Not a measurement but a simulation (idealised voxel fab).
Proc. module: voxel double patterning
The width of the displayed cross-section, cut, is 230 nm; its cells are square, with a size of 5 nm.
We lay out every cross-section as a grid of square cells and spell it out in bands from the top down, where one band means one or more rows of cells. Read a band's entry like this: the first values are the height of its top and the height of its bottom in nm, and what follows is the sequence of materials from left to right, each with its width in nm. Note that "empty" is empty space, and that a single material marked "throughout" reaches across the band from edge to edge. We count height from 0. Below that, the starting wafer is all one material. The lowest band never ends at the bottom but goes on down; see "0 nm and below" for how that is written. When a width is written as two numbers, as in "30 to 40", the first number is the width in the top row of cells of the band and the second is the width in its bottom row, and the width changes by the same amount from each row to the next. Step note "nothing changed" = no cross-section cell changed. This entry, "Catalogued sealed voids", enumerates those empty regions of no fewer than 8 cells that possess no open connection to the top. Each region is reported in the form width x height at distance, the distance being taken from the left edge, with all three quantities expressed in nm. Text after the settings on a step's line: the simulator's own remark on that step. Regarding "overlay nm": on a step with a mask, it is the distance the mask lay to the right of its planned place; a negative value places it to the left.
### The steps planned for the process are as follows
1 op RECEIVE | material Si
2 op CONFORMAL_DEP | material SiN | thk nm 5
3 op DIRECTIONAL_DEP | material SiO2 | thk nm 15
4 op DIRECTIONAL_DEP | material SiCN | thk nm 10
5 op PATTERN | tone open | mask id FIRST | material resist | width nm 15 | pitch nm 50 | thk nm 15 | overlay nm 0
6 op DIRECTIONAL_ETCH | etch materials SiCN | depth nm 10
7 op STRIP | etch materials resist
8 op PATTERN | tone open | mask id SECOND | material resist | width nm 15 | pitch nm 50 | thk nm 20 | overlay nm 0
9 op DIRECTIONAL_ETCH | etch materials SiCN | depth nm 10
10 op STRIP | etch materials resist
11 op DIRECTIONAL_ETCH | etch materials SiO2 | depth nm 15
12 op STRIP | etch materials SiCN
### So this is the incoming wafer in cross-section - it's already been through step 1
  0 nm and below: Si throughout
  Catalogued sealed voids: none
### Final cross-section, module run with one mistake (start and plan as above)
  20 nm to 5 nm: SiO2 60 nm, empty 15 nm, SiO2 5 nm, empty 15 nm, SiO2 15 nm, empty 15 nm, SiO2 5 nm, empty 15 nm, SiO2 15 nm, empty 15 nm, SiO2 55 nm
  5 nm to 0 nm: SiN throughout
  0 nm and below: Si throughout
  Catalogued sealed voids: none
what went wrong: step 5, actual vs plan mismatch, actual run op PATTERN | tone open | mask id FIRST | material resist | width nm 15 | pitch nm 50 | thk nm 15 | overlay nm 5
